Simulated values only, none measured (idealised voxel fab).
process module | voxel plated lines
cross-section cut | 245 nm wide | cells 5 nm
A cross-section is a grid of square cells, given in bands from the top down. A band is one or more rows of cells.
Each band's line starts with the height of the band's top and of its bottom, in nm. Then come its materials from left to right, each with its width in nm. One material with "throughout" fills the band from edge to edge. "air" is empty space.
Height 0 is the level under which the wafer as received is all one material. The lowest band goes on downwards, as in "0 down".
A width such as "30 to 40" changes by the same amount from each row of cells to the next, from the band's top row to its bottom row.
"no change" after a step means that no cell of the cross-section changed.
closed voids: empty space of 8 cells or more with no open way to the top, each as width x height at its distance from the left edge, in nm
after a step's settings: what the simulator itself notes on the step
overlay nm, on a step with a mask: how far to the right of its planned place the mask lay; to the left if negative
plan
1 op RECEIVE | material Si
2 op CONFORMAL_DEP | material SiN | thk nm 10
3 op DIRECTIONAL_DEP | material TiN | thk nm 5
4 op PATTERN | tone open | mask id LINES | material resist | width nm 30 | pitch nm 55 | thk nm 35 | overlay nm 0
5 op EPI | material Ru | thk nm 10
6 op EPI | material Ru | thk nm 5
7 op EPI | material Ru | thk nm 5
8 op STRIP | etch materials resist
9 op DIRECTIONAL_ETCH | etch materials TiN | depth nm 5
10 op CONFORMAL_DEP | material SiO2 | thk nm 5
as received, after step 1
  0 down: Si throughout
  closed voids: none
first wafer at the end, as planned
  40 to 35: air 20 | SiO2 40 | air 15 | SiO2 40 | air 15 | SiO2 40 | air 15 | SiO2 40 | air 20
  35 to 15: air 20 | SiO2 5 | Ru 30 | SiO2 5 | air 15 | SiO2 5 | Ru 30 | SiO2 5 | air 15 | SiO2 5 | Ru 30 | SiO2 5 | air 15 | SiO2 5 | Ru 30 | SiO2 5 | air 20
  15 to 10: SiO2 25 | TiN 30 | SiO2 25 | TiN 30 | SiO2 25 | TiN 30 | SiO2 25 | TiN 30 | SiO2 25
  10 to 0: SiN throughout
  0 down: Si throughout
  closed voids: none
second wafer at the end: like start, like plan, one mistake
  40 to 35: SiO2 30 | air 20 | SiO2 35 | air 20 | SiO2 35 | air 20 | SiO2 35 | air 20 | SiO2 30
  35 to 15: Ru 25 | SiO2 5 | air 20 | SiO2 5 | Ru 25 | SiO2 5 | air 20 | SiO2 5 | Ru 25 | SiO2 5 | air 20 | SiO2 5 | Ru 25 | SiO2 5 | air 20 | SiO2 5 | Ru 25
  15 to 10: TiN 25 | SiO2 30 | TiN 25 | SiO2 30 | TiN 25 | SiO2 30 | TiN 25 | SiO2 30 | TiN 25
  10 to 0: SiN throughout
  0 down: Si throughout
  closed voids: none
what went wrong: step 4 ran as: op PATTERN | tone cover | mask id LINES | material resist | width nm 30 | pitch nm 55 | thk nm 35 | overlay nm 0
at the end the second wafer has, in cells: 4 more of Ru | 1 more of TiN
